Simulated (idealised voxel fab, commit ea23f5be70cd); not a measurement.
Process module heading - voxel self aligned contacts
Square cell edge 5 nm, section width 240 nm, ID cut.
Square cells in a grid make up a cross-section in this document, and the grid is given as bands, listed from the top down, each one or more rows of cells. Quick guide to a band line: top height, bottom height (nm) up front; then every material left to right with its width in nm. Only one material and it's marked "edge to edge"? Then it fills the band edge to edge. And "empty" just means empty space. Height is counted from the level 0, under which the received wafer is composed throughout of one material. The lowest of the bands is not closed at the bottom but continues downward, in the notation "0 nm and below". The width entry "30..40" should be interpreted row by row: the top row of cells in the band takes the first number, the bottom row takes the second number, and the change between adjacent rows is uniform throughout. Step marked "remained the same"? Then no cell in the cross-section changed in it. "Entrapped void list" contains a list of empty spaces, each no smaller than 8 cells and without an open way to the top, written in the form width x height at distance with the distance from the left edge and all three in nm. Read whatever lies past the settings on a step's line as the simulator's own remark about the step. overlay nm: mask offset rightward from planned place, masked step; negative means leftward offset.
### Here's what the planned process steps look like
1 op RECEIVE | material Si
2 op CONFORMAL_DEP | material SiO2 | thk nm 5
3 op DIRECTIONAL_DEP | material polySi | thk nm 20
4 op DIRECTIONAL_DEP | material SiN | thk nm 20
5 op MASKED_ETCH | tone cover | mask id GATE | width nm 25 | pitch nm 65 | etch materials SiN | depth nm 20 | overlay nm 0
6 op MASKED_ETCH | tone cover | mask id GATE | width nm 25 | pitch nm 65 | etch materials polySi | depth nm 20 | overlay nm 0
7 op CONFORMAL_DEP | material SiN | thk nm 10
8 op DIRECTIONAL_ETCH | etch materials SiN | depth nm 10
9 op FILL_DEP | material SiO2 | thk nm 10
10 op CMP | height nm 50
11 op DIRECTIONAL_DEP | material aC | thk nm 15
12 op PATTERN | tone open | mask id CONTACT | material resist | width nm 50 | pitch nm 65 | thk nm 30 | overlay nm 0
13 op DIRECTIONAL_ETCH | etch materials aC | depth nm 15
14 op STRIP | etch materials resist
15 op DIRECTIONAL_ETCH | etch materials SiO2 | depth nm 50
16 op STRIP | etch materials aC
17 op CONFORMAL_DEP | material TiN | thk nm 5
18 op FILL_DEP | material Ru | thk nm 10
19 op CMP | height nm 50
20 op CONFORMAL_DEP | material SiN | thk nm 5
### Cross-section: wafer on arrival = after step 1
  0 nm and below: Si edge to edge
  Entrapped void list: none
### a wafer at the end: this start, this plan, one mistake
  55 nm to 50 nm: SiN edge to edge
  50 nm to 45 nm: SiO2: 60, then TiN: 15, then Ru: 20, then TiN: 15, then SiO2: 15, then TiN: 15, then Ru: 20, then TiN: 15, then SiO2: 65
  45 nm to 30 nm: SiO2: 35, then SiN: 35, then TiN: 5, then Ru: 20, then TiN: 5, then SiN: 35, then TiN: 5, then Ru: 20, then TiN: 5, then SiN: 35, then SiO2: 40
  30 nm to 25 nm: SiO2: 35, then SiN: 35, then TiN: 10, then Ru: 10, then TiN: 10, then SiN: 35, then TiN: 10, then Ru: 10, then TiN: 10, then SiN: 35, then SiO2: 40
  25 nm to 5 nm: SiO2: 30, then SiN: 10, then polySi: 25, then SiN: 10, then TiN: 5, then Ru: 10, then TiN: 5, then SiN: 10, then polySi: 25, then SiN: 10, then TiN: 5, then Ru: 10, then TiN: 5, then SiN: 10, then polySi: 25, then SiN: 10, then SiO2: 35
  5 nm to 0 nm: SiO2: 75, then TiN: 20, then SiO2: 45, then TiN: 20, then SiO2: 80
  0 nm and below: Si edge to edge
  Entrapped void list: none
Want to know what went wrong? rather than as planned, step 5 actually ran as op MASKED_ETCH | tone cover | mask id GATE | width nm 15 | pitch nm 65 | etch materials SiN | depth nm 20 | overlay nm 0
